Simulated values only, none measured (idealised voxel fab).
process module | voxel capacitor over wiring
cross-section cut | 200 nm wide | cells 5 nm
A cross-section is a grid of square cells, given in bands from the top down. A band is one or more rows of cells.
Each band's line starts with the height of the band's top and of its bottom, in nm. Then come its materials from left to right, each with its width in nm. One material with "throughout" fills the band from edge to edge. "air" is empty space.
Height 0 is the level under which the wafer as received is all one material. The lowest band goes on downwards, as in "0 down".
A width such as "30 to 40" changes by the same amount from each row of cells to the next, from the band's top row to its bottom row.
"no change" after a step means that no cell of the cross-section changed.
closed voids: empty space of 8 cells or more with no open way to the top, each as width x height at its distance from the left edge, in nm
after a step's settings: what the simulator itself notes on the step
overlay nm, on a step with a mask: how far to the right of its planned place the mask lay; to the left if negative
plan
1 op RECEIVE | material Si
2 op CONFORMAL_DEP | material SiO2 | thk nm 10
3 op DIRECTIONAL_DEP | material TiN | thk nm 5
4 op DIRECTIONAL_DEP | material W | thk nm 15
5 op MASKED_ETCH | tone cover | mask id METAL_1 | width nm 30 | pitch nm 90 | etch materials W | depth nm 15 | overlay nm 0
6 op MASKED_ETCH | tone cover | mask id METAL_1 | width nm 30 | pitch nm 90 | etch materials TiN | depth nm 5 | overlay nm 0
7 op CONFORMAL_DEP | material SiCN | thk nm 5
8 op FILL_DEP | material lowk | thk nm 10
9 op CMP | height nm 30
10 op CONFORMAL_DEP | material SiCN | thk nm 5
11 op DIRECTIONAL_DEP | material lowk | thk nm 10
12 op PATTERN | tone open | mask id PLUG_1 | material resist | width nm 15 | thk nm 15 | overlay nm 0
13 op DIRECTIONAL_ETCH | etch materials lowk | depth nm 10
14 op DIRECTIONAL_ETCH | etch materials SiCN | depth nm 5
15 op STRIP | etch materials resist
16 op EPI | material Ru | thk nm 10
17 op EPI | material Ru | thk nm 5
18 op DIRECTIONAL_DEP | material TiN | thk nm 5
19 op DIRECTIONAL_DEP | material HfO2 | thk nm 5
20 op DIRECTIONAL_DEP | material TiN | thk nm 10
21 op DIRECTIONAL_DEP | material aC | thk nm 10
22 op PATTERN | tone cover | mask id UPPER_PLATE | material resist | width nm 65 | thk nm 25 | overlay nm 0
23 op DIRECTIONAL_ETCH | etch materials aC | depth nm 10
24 op STRIP | etch materials resist
25 op DIRECTIONAL_ETCH | etch materials TiN | depth nm 10
26 op DIRECTIONAL_ETCH | etch materials HfO2 | depth nm 5
27 op STRIP | etch materials aC
28 op PATTERN | tone cover | mask id LOWER_PLATE | material resist | width nm 75 | thk nm 20 | overlay nm 0
29 op DIRECTIONAL_ETCH | etch materials TiN | depth nm 5
30 op STRIP | etch materials resist
31 op FILL_DEP | material SiO2 | thk nm 20
32 op CMP | height nm 80
33 op DIRECTIONAL_DEP | material aC | thk nm 10
34 op PATTERN | tone open | mask id PLUG_2 | material resist | width nm 15 | thk nm 30 | overlay nm 0
35 op DIRECTIONAL_ETCH | etch materials aC | depth nm 10
36 op STRIP | etch materials resist
37 op DIRECTIONAL_ETCH | etch materials SiO2 | depth nm 15
38 op STRIP | etch materials aC
39 op CONFORMAL_DEP | material TiN | thk nm 5
40 op FILL_DEP | material Cu | thk nm 5
41 op CMP | height nm 80
42 op CONFORMAL_DEP | material SiCN | thk nm 5
as received, after step 1
  0 down: Si throughout
  closed voids: none
first wafer at the end, as planned
  85 to 80: SiCN throughout
  80 to 70: SiO2 65 | TiN 5 | Cu 5 | TiN 5 | SiO2 120
  70 to 65: SiO2 65 | TiN 15 | SiO2 120
  65 to 55: SiO2 55 | TiN 65 | SiO2 80
  55 to 50: SiO2 55 | HfO2 65 | SiO2 80
  50 to 45: SiO2 50 | TiN 75 | SiO2 75
  45 to 35: lowk 55 | Ru 15 | lowk 130
  35 to 30: SiCN 55 | Ru 15 | SiCN 130
  30 to 15: lowk 35 | SiCN 5 | W 30 | SiCN 5 | lowk 50 | SiCN 5 | W 30 | SiCN 5 | lowk 35
  15 to 10: SiCN 40 | TiN 30 | SiCN 60 | TiN 30 | SiCN 40
  10 to 0: SiO2 throughout
  0 down: Si throughout
  closed voids: none
second wafer at the end: like start, like plan, one mistake
  85 to 80: SiCN throughout
  80 to 65: Cu throughout
  65 to 55: Cu 55 | TiN 65 | Cu 80
  55 to 50: Cu 55 | HfO2 65 | Cu 80
  50 to 45: Cu 50 | TiN 75 | Cu 75
  45 to 35: lowk 55 | Ru 15 | lowk 130
  35 to 30: SiCN 55 | Ru 15 | SiCN 130
  30 to 15: lowk 35 | SiCN 5 | W 30 | SiCN 5 | lowk 50 | SiCN 5 | W 30 | SiCN 5 | lowk 35
  15 to 10: SiCN 40 | TiN 30 | SiCN 60 | TiN 30 | SiCN 40
  10 to 0: SiO2 throughout
  0 down: Si throughout
  closed voids: none
what went wrong: step 31 ran as: op FILL_DEP | material Cu | thk nm 20
at the end the second wafer has, in cells: 224 more of Cu | 217 fewer of SiO2 | 7 fewer of TiN
